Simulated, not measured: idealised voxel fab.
The following process module bears the name voxel transistor to metal.
The cross-section shown here is cut; it is 295 nm wide and divided into square cells measuring 5 nm on a side.
Format of a cross-section: grid, square cells. Given as bands. Order: top down. Band: one or more rows of cells.
For a band, the entry starts with two heights in nm, that of the top and then that of the bottom, and carries on with the band's materials in order from left to right, each alongside its width in nm; the word "everywhere" beside a single material means it fills the band edge to edge, and "empty" means empty space.
Measure heights from 0. That's the level where, below it, the as-received wafer is all one material. The lowest band is bottomless and extends downward; write it as in "0..down".
Width spec "30->40" -> top row of cells at first value, bottom row at second value, equal per-row change in between.
Take "same as before" at face value: in the step it is given for, the cross-section changed in none of its cells.
Empty spaces without an open route to the top, at least 8 cells in extent, make up the entry "Enclosed empty spaces"; each is given as width x height at distance, where the distance is measured from the left edge, and all are in nm.
Whatever follows a step's settings on its line is a remark the simulator itself makes about that step.
"overlay nm" denotes, for a step that has a mask, the displacement of the mask to the right of its planned place, with negative values corresponding to the left.

-- Planned process steps
1. RECEIVE: material Si
2. CONFORMAL_DEP: material SiO2, thk nm 5
3. CONFORMAL_DEP: material SiN, thk nm 10
4. MASKED_ETCH: tone cover, mask id ACTIVE, width nm 110, pitch nm 140, etch materials SiN, depth nm 10, overlay nm 0
5. MASKED_ETCH: tone cover, mask id ACTIVE, width nm 110, pitch nm 140, etch materials SiO2, depth nm 5, overlay nm 0
6. MASKED_ETCH: tone cover, mask id ACTIVE, width nm 110, pitch nm 140, etch materials Si, depth nm 20, overlay nm 0
7. FILL_DEP: material SiO2, thk nm 5
8. CMP: height nm 15
9. SELECTIVE_ETCH: etch materials SiO2, depth nm 5
10. STRIP: etch materials SiN
11. SELECTIVE_ETCH: etch materials SiO2, depth nm 5
12. OXIDIZE: depth nm 5
13. DIRECTIONAL_DEP: material polySi, thk nm 30
14. DIRECTIONAL_DEP: material SiCN, thk nm 10
15. MASKED_ETCH: tone cover, mask id GATE, width nm 20, pitch nm 140, etch materials SiCN, depth nm 20, overlay nm 0
16. MASKED_ETCH: tone cover, mask id GATE, width nm 20, pitch nm 140, etch materials polySi, depth nm 40, overlay nm 0
17. CONFORMAL_DEP: material SiO2, thk nm 5
18. DIRECTIONAL_ETCH: etch materials SiO2, depth nm 5
19. CONFORMAL_DEP: material SiN, thk nm 10
20. DIRECTIONAL_ETCH: etch materials SiN, depth nm 10
21. DIRECTIONAL_ETCH: etch materials SiO2, depth nm 5
22. DIRECTIONAL_ETCH: etch materials Si, depth nm 15
23. EPI: material pSi, thk nm 15
24. FILL_DEP: material SiO2, thk nm 10
25. CMP: height nm 40
26. DIRECTIONAL_DEP: material SiO2, thk nm 15
27. PATTERN: tone open, mask id CONTACT, material resist, width nm 20, thk nm 20, overlay nm 0
28. DIRECTIONAL_ETCH: etch materials SiO2, depth nm 45
29. STRIP: etch materials resist
30. CONFORMAL_DEP: material TiN, thk nm 5
31. FILL_DEP: material Ru, thk nm 5
32. CMP: height nm 55
33. CONFORMAL_DEP: material SiCN, thk nm 5
34. DIRECTIONAL_DEP: material SiO2, thk nm 20
35. DIRECTIONAL_DEP: material aC, thk nm 10
36. PATTERN: tone open, mask id METAL_1, material resist, width nm 20, thk nm 30, overlay nm 0
37. DIRECTIONAL_ETCH: etch materials aC, depth nm 10
38. STRIP: etch materials resist
39. DIRECTIONAL_ETCH: etch materials SiO2, depth nm 20
40. DIRECTIONAL_ETCH: etch materials SiCN, depth nm 5
41. STRIP: etch materials aC
42. CONFORMAL_DEP: material TiN, thk nm 5
43. FILL_DEP: material Cu, thk nm 5
44. CMP: height nm 80
45. CONFORMAL_DEP: material SiCN, thk nm 5

-- Cross-sectional view of the wafer in its as-received condition, corresponding to the state after step 1
- 0..down = Si everywhere
- Enclosed empty spaces: none

-- What the wafer looks like in cross-section after this module, when it starts as shown above and follows the plan above but one mistake is made in running it
- 85..80 = SiCN everywhere
- 80..60 = 25 nm SiO2  5 nm TiN  10 nm Cu  5 nm TiN  60 nm SiO2  5 nm TiN  10 nm Cu  5 nm TiN  40 nm SiO2  5 nm TiN  10 nm Cu  5 nm TiN  60 nm SiO2  5 nm TiN  10 nm Cu  5 nm TiN  30 nm SiO2
- 60..55 = 25 nm SiCN  20 nm TiN  60 nm SiCN  20 nm TiN  40 nm SiCN  20 nm TiN  60 nm SiCN  20 nm TiN  30 nm SiCN
- 55..40 = 25 nm SiO2  5 nm TiN  10 nm Ru  5 nm TiN  60 nm SiO2  5 nm TiN  10 nm Ru  5 nm TiN  40 nm SiO2  5 nm TiN  10 nm Ru  5 nm TiN  60 nm SiO2  5 nm TiN  10 nm Ru  5 nm TiN  30 nm SiO2
- 40..30 = 25 nm SiO2  5 nm TiN  10 nm Ru  5 nm TiN  5 nm SiO2  10 nm SiN  5 nm SiO2  20 nm SiCN  5 nm SiO2  10 nm SiN  5 nm SiO2  5 nm TiN  10 nm Ru  5 nm TiN  40 nm SiO2  5 nm TiN  10 nm Ru  5 nm TiN  5 nm SiO2  10 nm SiN  5 nm SiO2  20 nm SiCN  5 nm SiO2  10 nm SiN  5 nm SiO2  5 nm TiN  10 nm Ru  5 nm TiN  30 nm SiO2
- 30..15 = 25 nm SiO2  5 nm TiN  10 nm Ru  5 nm TiN  5 nm SiO2  10 nm SiN  5 nm SiO2  20 nm polySi  5 nm SiO2  10 nm SiN  5 nm SiO2  5 nm TiN  10 nm Ru  5 nm TiN  40 nm SiO2  5 nm TiN  10 nm Ru  5 nm TiN  5 nm SiO2  10 nm SiN  5 nm SiO2  20 nm polySi  5 nm SiO2  10 nm SiN  5 nm SiO2  5 nm TiN  10 nm Ru  5 nm TiN  30 nm SiO2
- 15..10 = 25 nm SiO2  20 nm TiN  5 nm SiO2  10 nm SiN  5 nm SiO2  20 nm polySi  5 nm SiO2  10 nm SiN  5 nm SiO2  20 nm TiN  40 nm SiO2  20 nm TiN  5 nm SiO2  10 nm SiN  5 nm SiO2  20 nm polySi  5 nm SiO2  10 nm SiN  5 nm SiO2  20 nm TiN  30 nm SiO2
- 10..5 = 20 nm SiO2  30 nm pSi  10 nm SiN  5 nm SiO2  20 nm polySi  5 nm SiO2  10 nm SiN  20 nm pSi  40 nm SiO2  30 nm pSi  10 nm SiN  5 nm SiO2  20 nm polySi  5 nm SiO2  10 nm SiN  20 nm pSi  35 nm SiO2
- 5..0 = 15 nm SiO2  10 nm SiN  25 nm pSi  10 nm SiN  5 nm SiO2  20 nm polySi  5 nm SiO2  10 nm SiN  15 nm pSi  10 nm SiN  30 nm SiO2  10 nm SiN  25 nm pSi  10 nm SiN  5 nm SiO2  20 nm polySi  5 nm SiO2  10 nm SiN  15 nm pSi  10 nm SiN  30 nm SiO2
- 0..-5 = 25 nm SiO2  25 nm pSi  50 nm SiO2  15 nm pSi  50 nm SiO2  25 nm pSi  50 nm SiO2  15 nm pSi  40 nm SiO2
- -5..-20 = 15 nm SiO2  10 nm Si  25 nm pSi  50 nm Si  15 nm pSi  15 nm Si  25 nm SiO2  10 nm Si  25 nm pSi  50 nm Si  15 nm pSi  15 nm Si  25 nm SiO2
- -20..down = Si everywhere
- Enclosed empty spaces: none
what went wrong: step 4 was processed under conditions differing from the plan, specifically as MASKED_ETCH: tone cover, mask id ACTIVE, width nm 110, pitch nm 140, etch materials SiN, depth nm 10, overlay nm -5
